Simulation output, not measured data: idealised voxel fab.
process module | voxel transistor to metal
cross-section cut | 170 nm wide | cells 5 nm
A cross-section is a grid of square cells, given in bands from the top down. A band is one or more rows of cells.
Each band's line starts with the height of the band's top and of its bottom, in nm. Then come its materials from left to right, each with its width in nm. One material with "throughout" fills the band from edge to edge. "air" is empty space.
Height 0 is the level under which the wafer as received is all one material. The lowest band goes on downwards, as in "0 down".
A width such as "30 to 40" changes by the same amount from each row of cells to the next, from the band's top row to its bottom row.
"no change" after a step means that no cell of the cross-section changed.
closed voids: empty space of 8 cells or more with no open way to the top, each as width x height at its distance from the left edge, in nm
after a step's settings: what the simulator itself notes on the step
overlay nm, on a step with a mask: how far to the right of its planned place the mask lay; to the left if negative
plan
1 op RECEIVE | material Si
2 op OXIDIZE | depth nm 5
3 op CONFORMAL_DEP | material SiN | thk nm 10
4 op MASKED_ETCH | tone cover | mask id ACTIVE | width nm 110 | etch materials SiN | depth nm 10 | overlay nm 0
5 op MASKED_ETCH | tone cover | mask id ACTIVE | width nm 110 | etch materials SiO2 | depth nm 5 | overlay nm 0
6 op MASKED_ETCH | tone cover | mask id ACTIVE | width nm 110 | etch materials Si | depth nm 20 | overlay nm 0
7 op OXIDIZE | depth nm 5
8 op FILL_DEP | material SiO2 | thk nm 15
9 op CMP | height nm 10
10 op SELECTIVE_ETCH | etch materials SiO2 | depth nm 10
11 op STRIP | etch materials SiN
12 op SELECTIVE_ETCH | etch materials SiO2 | depth nm 5
13 op OXIDIZE | depth nm 5
14 op DIRECTIONAL_DEP | material polySi | thk nm 20
15 op DIRECTIONAL_DEP | material SiCN | thk nm 10
16 op DIRECTIONAL_DEP | material aC | thk nm 15
17 op PATTERN | tone cover | mask id GATE | material resist | width nm 30 | thk nm 35 | overlay nm 0
18 op DIRECTIONAL_ETCH | etch materials aC | depth nm 15
19 op STRIP | etch materials resist
20 op DIRECTIONAL_ETCH | etch materials SiCN | depth nm 20
21 op DIRECTIONAL_ETCH | etch materials polySi | depth nm 30
22 op STRIP | etch materials aC
23 op CONFORMAL_DEP | material SiO2 | thk nm 5
24 op DIRECTIONAL_ETCH | etch materials SiO2 | depth nm 5
25 op CONFORMAL_DEP | material SiN | thk nm 5
26 op DIRECTIONAL_ETCH | etch materials SiN | depth nm 5
27 op DIRECTIONAL_ETCH | etch materials SiO2 | depth nm 5
28 op DIRECTIONAL_ETCH | etch materials Si | depth nm 10
29 op EPI | material SiGe | thk nm 15
30 op FILL_DEP | material SiO2 | thk nm 10
31 op CMP | height nm 15
32 op STRIP | etch materials polySi
33 op SELECTIVE_ETCH | etch materials SiO2 | depth nm 5
34 op CONFORMAL_DEP | material HfO2 | thk nm 5
35 op CONFORMAL_DEP | material TiN | thk nm 5
36 op FILL_DEP | material W | thk nm 5
37 op CMP | height nm 10
38 op DIRECTIONAL_DEP | material SiO2 | thk nm 10
39 op MASKED_ETCH | tone open | mask id CONTACT | width nm 20 | pitch nm 80 | etch materials SiO2 | depth nm 25 | overlay nm 0
40 op CONFORMAL_DEP | material TiN | thk nm 5
41 op FILL_DEP | material W | thk nm 10
42 op CMP | height nm 20
43 op DIRECTIONAL_DEP | material TiN | thk nm 5
44 op DIRECTIONAL_DEP | material W | thk nm 20
45 op PATTERN | tone cover | mask id METAL_1 | material resist | width nm 20 | pitch nm 80 | thk nm 20 | overlay nm 0
46 op DIRECTIONAL_ETCH | etch materials W | depth nm 20
47 op DIRECTIONAL_ETCH | etch materials TiN | depth nm 5
48 op STRIP | etch materials resist
49 op CONFORMAL_DEP | material SiN | thk nm 5
50 op FILL_DEP | material lowk | thk nm 10
51 op CMP | height nm 45
52 op CONFORMAL_DEP | material SiN | thk nm 5
as received, after step 1
  0 down: Si throughout
  closed voids: none
a wafer at the end: this start, this plan, one mistake
  50 to 45: SiN throughout
  45 to 35: lowk 30 | SiN 5 | W 20 | SiN 5 | lowk 50 | SiN 5 | W 20 | SiN 5 | lowk 30
  35 to 30: SiN 35 | TiN 20 | SiN 60 | TiN 20 | SiN 35
  30 to 20: TiN throughout
  20 to 10: SiO2 35 | TiN 5 | W 10 | TiN 5 | SiO2 60 | TiN 5 | W 10 | TiN 5 | SiO2 35
  10 to 5: SiO2 35 | TiN 20 | SiO2 5 | SiN 5 | HfO2 5 | TiN 5 | W 20 | TiN 5 | HfO2 5 | SiN 5 | SiO2 5 | TiN 20 | SiO2 35
  5 to 0: SiO2 35 | TiN 10 | SiGe 15 | SiN 5 | HfO2 5 | TiN 5 | W 20 | TiN 5 | HfO2 5 | SiN 5 | SiGe 15 | TiN 10 | SiO2 35
  0 to -5: SiO2 35 | TiN 10 | SiGe 15 | SiN 5 | HfO2 5 | TiN 30 | HfO2 5 | SiN 5 | SiGe 15 | TiN 10 | SiO2 35
  -5 to -10: SiO2 30 | SiGe 30 | SiO2 5 | HfO2 40 | SiO2 5 | SiGe 30 | SiO2 30
  -10 to -20: SiO2 35 | SiGe 25 | Si 50 | SiGe 25 | SiO2 35
  -20 to -30: SiO2 35 | Si 100 | SiO2 35
  -30 down: Si throughout
  closed voids: none
what went wrong: step 43 ran as: op DIRECTIONAL_DEP | material TiN | thk nm 15
